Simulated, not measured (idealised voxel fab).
A process module follows: voxel gate over fins.
In the cross-section labelled cut, the width is 210 nm and each square cell is 5 nm.
Cross-section = grid of square cells, listed top down in bands; band = one or more rows. The band entry comprises the height of the band's top followed by the height of its bottom, expressed in nm, and subsequently the band's materials from left to right, each stated together with its width in nm. Where a single material is marked with the word "edge to edge", that material fills the band from edge to edge. The word "empty" represents empty space. Note: height 0 marks the level under which the wafer is uniformly one material as received. Lowest band unbounded below, written "0..down". Per-row width for "30..40": begins at first number (top row of band), ends at second number (bottom row), increment between rows held constant. "no change occurred" means the step left every cell of the cross-section as it was. "Closed void listing" enumerates empty spaces isolated from the top, with no open way to it, that contain at least 8 cells, giving each as width x height at distance from the left edge, all three in nm. Where a step's line continues beyond its settings, the continuation is a remark by the simulator itself on that step. overlay nm: step with mask; distance mask lay right of planned place; negative value = left of planned place.
PLANNED STEP LIST FOR THE PROCESS
1,RECEIVE: material Si
2,CONFORMAL_DEP: material SiN, thk nm 5
3,DIRECTIONAL_DEP: material aC, thk nm 10
4,PATTERN: tone cover, mask id FINS, material resist, width nm 15, pitch nm 35, thk nm 30, overlay nm 0
5,DIRECTIONAL_ETCH: etch materials aC, depth nm 10
6,STRIP: etch materials resist
7,DIRECTIONAL_ETCH: etch materials SiN, depth nm 5
8,DIRECTIONAL_ETCH: etch materials Si, depth nm 35
9,STRIP: etch materials aC
10,OXIDIZE: depth nm 5
11,FILL_DEP: material SiO2, thk nm 15
12,CMP: height nm 5
13,SELECTIVE_ETCH: etch materials SiO2, depth nm 20
14,STRIP: etch materials SiN
15,CONFORMAL_DEP: material HfO2, thk nm 5
16,CONFORMAL_DEP: material TiN, thk nm 5
17,CONFORMAL_DEP: material TiAl, thk nm 5
18,CONFORMAL_DEP: material TiN, thk nm 5
19,FILL_DEP: material W, thk nm 15
20,CMP: height nm 30
21,CONFORMAL_DEP: material SiN, thk nm 5
CROSS-SECTION, INCOMING MATERIAL, AFTER STEP 1
> 0..down = Si edge to edge
> Closed void listing: none
FIRST OF TWO WAFERS AT THE END OF THE MODULE, SHOWN IN CROSS-SECTION; RUN CARRIED OUT AS PLANNED
> 35..30 = SiN edge to edge
> 30..20 = W edge to edge
> 20..15 = W (30), TiN (150), W (30)
> 15..10 = W (30), TiN (5), TiAl (140), TiN (5), W (30)
> 10..5 = W (30), TiN (5), TiAl (5), TiN (25), TiAl (10), TiN (25), TiAl (10), TiN (25), TiAl (10), TiN (25), TiAl (5), TiN (5), W (30)
> 5..0 = TiN (35), TiAl (5), TiN (5), HfO2 (15), TiN (5), TiAl (10), TiN (5), HfO2 (15), TiN (5), TiAl (10), TiN (5), HfO2 (15), TiN (5), TiAl (10), TiN (5), HfO2 (15), TiN (5), TiAl (5), TiN (35)
> 0..-5 = TiAl (40), TiN (5), HfO2 (5), Si (5), HfO2 (5), TiN (5), TiAl (10), TiN (5), HfO2 (5), Si (5), HfO2 (5), TiN (5), TiAl (10), TiN (5), HfO2 (5), Si (5), HfO2 (5), TiN (5), TiAl (10), TiN (5), HfO2 (5), Si (5), HfO2 (5), TiN (5), TiAl (40)
> -5..-10 = TiN (45), HfO2 (5), Si (5), HfO2 (5), TiN (20), HfO2 (5), Si (5), HfO2 (5), TiN (20), HfO2 (5), Si (5), HfO2 (5), TiN (20), HfO2 (5), Si (5), HfO2 (5), TiN (45)
> -10..-15 = HfO2 (50), Si (5), HfO2 (30), Si (5), HfO2 (30), Si (5), HfO2 (30), Si (5), HfO2 (50)
> -15..-40 = SiO2 (50), Si (5), SiO2 (30), Si (5), SiO2 (30), Si (5), SiO2 (30), Si (5), SiO2 (50)
> -40..down = Si edge to edge
> Closed void listing: none
HERE'S THE SECOND OF OUR TWO WAFERS SECTIONED AT MODULE END. SAME START AS THE FIRST, SAME PLAN, BUT ONE MISTAKE GOT MADE RUNNING IT
> 35..30 = SiN edge to edge
> 30..20 = W edge to edge
> 20..15 = W (30), TiN (150), W (30)
> 15..10 = W (30), TiN (5), TiAl (140), TiN (5), W (30)
> 10..5 = W (30), TiN (5), TiAl (5), TiN (25), TiAl (10), TiN (25), TiAl (10), TiN (25), TiAl (10), TiN (25), TiAl (5), TiN (5), W (30)
> 5..0 = TiN (35), TiAl (5), TiN (5), HfO2 (15), TiN (5), TiAl (10), TiN (5), HfO2 (15), TiN (5), TiAl (10), TiN (5), HfO2 (15), TiN (5), TiAl (10), TiN (5), HfO2 (15), TiN (5), TiAl (5), TiN (35)
> 0..-5 = TiAl (40), TiN (5), HfO2 (5), Si (5), HfO2 (5), TiN (5), TiAl (10), TiN (5), HfO2 (5), Si (5), HfO2 (5), TiN (5), TiAl (10), TiN (5), HfO2 (5), Si (5), HfO2 (5), TiN (5), TiAl (10), TiN (5), HfO2 (5), Si (5), HfO2 (5), TiN (5), TiAl (40)
> -5..-10 = TiN (35), TiAl (5), TiN (5), HfO2 (5), Si (5), HfO2 (5), TiN (5), TiAl (10), TiN (5), HfO2 (5), Si (5), HfO2 (5), TiN (5), TiAl (10), TiN (5), HfO2 (5), Si (5), HfO2 (5), TiN (5), TiAl (10), TiN (5), HfO2 (5), Si (5), HfO2 (5), TiN (5), TiAl (5), TiN (35)
> -10..-15 = HfO2 (30), TiN (15), HfO2 (5), Si (5), HfO2 (5), TiN (20), HfO2 (5), Si (5), HfO2 (5), TiN (20), HfO2 (5), Si (5), HfO2 (5), TiN (20), HfO2 (5), Si (5), HfO2 (5), TiN (15), HfO2 (30)
> -15..-20 = SiO2 (25), HfO2 (25), Si (5), HfO2 (30), Si (5), HfO2 (30), Si (5), HfO2 (30), Si (5), HfO2 (25), SiO2 (25)
> -20..-40 = SiO2 (50), Si (5), SiO2 (30), Si (5), SiO2 (30), Si (5), SiO2 (30), Si (5), SiO2 (50)
> -40..down = Si edge to edge
> Closed void listing: none
Plan not followed: step 14 occupied the plan position of step 13, and the converse holds as well
Final difference in cells, second wafer against first, listed per material as more or fewer: 10 more of HfO2; 28 fewer of SiO2; 8 more of TiAl; 10 more of TiN
